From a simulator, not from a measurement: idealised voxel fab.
Name of the process module below: voxel ribs on slabs
Square cells of 5 nm make up the cross-section cut, whose width is 165 nm.
We lay out every cross-section as a grid of square cells and spell it out in bands from the top down, where one band means one or more rows of cells. Top, bottom (nm), then materials left to right with widths (nm); lone material tagged "all across" fills the whole band edge to edge; "blank" = empty space. Height datum 0, below which the as-received substrate wafer is one material. Lowest band open at the bottom, running downward: "0 and below". When a width is written as two numbers, as in "30..40", the first number is the width in the top row of cells of the band and the second is the width in its bottom row, and the width changes by the same amount from each row to the next. The designation "changes: none", where it is given for a processing step, indicates that no cell of the cross-section was altered in the course of that step. If an empty space has no open way to the top and is at least 8 cells in size, "Completely sealed voids" lists it, written width x height at distance, where distance is measured from the left edge and every value is in nm. The remark found on a step's line after its settings is issued by the simulator itself and pertains to that step. "overlay nm" answers the question of how far to the right of plan the mask lay on a step that has a mask, and when it is negative the answer is to the left.
### This section lists the process steps that were planned
1,RECEIVE | material Si
2,DIRECTIONAL_DEP | material SiO2 | thk nm 25
3,DIRECTIONAL_DEP | material SiN | thk nm 5
4,DIRECTIONAL_DEP | material aC | thk nm 10
5,PATTERN | tone cover | mask id RIB | material resist | width nm 25 | thk nm 25 | overlay nm 0
6,DIRECTIONAL_ETCH | etch materials aC | depth nm 10
7,STRIP | etch materials resist
8,DIRECTIONAL_ETCH | etch materials SiN | depth nm 10
9,STRIP | etch materials aC
10,PATTERN | tone cover | mask id SLAB | material resist | width nm 55 | thk nm 15 | overlay nm 0
11,DIRECTIONAL_ETCH | etch materials SiN | depth nm 5
12,STRIP | etch materials resist
13,FILL_DEP | material SiO2 | thk nm 25
14,CMP | height nm 55
15,DIRECTIONAL_DEP | material W | thk nm 10
16,DIRECTIONAL_DEP | material aC | thk nm 10
17,PATTERN | tone cover | mask id HEATER | material resist | width nm 35 | thk nm 25 | overlay nm 0
18,DIRECTIONAL_ETCH | etch materials aC | depth nm 10
19,STRIP | etch materials resist
20,DIRECTIONAL_ETCH | etch materials W | depth nm 10
21,STRIP | etch materials aC
22,CONFORMAL_DEP | material SiO2 | thk nm 5
The thk nm used in step 3 is not the same on every wafer, whereas the starting condition is; the value printed in the plan is the first wafer's.
### first wafer as received, after step 1
  0 and below  Si all across
  Completely sealed voids: none
### Basically each wafer gets a line in the table, showing it at the end of the module: material by material, the cells it gained (+) or lost (-) since we got it, then its closed voids
thk nm 5 | +5 SiN | +395 SiO2 | +14 W | Completely sealed voids: none
thk nm 10 | +10 SiN | +390 SiO2 | +14 W | Completely sealed voids: none
thk nm 15 | +21 SiN | +379 SiO2 | +14 W | Completely sealed voids: none
thk nm 20 | +54 SiN | +346 SiO2 | +14 W | Completely sealed voids: none
thk nm 25 | +87 SiN | +313 SiO2 | +14 W | Completely sealed voids: none
thk nm 30 | +120 SiN | +280 SiO2 | +14 W | Completely sealed voids: none
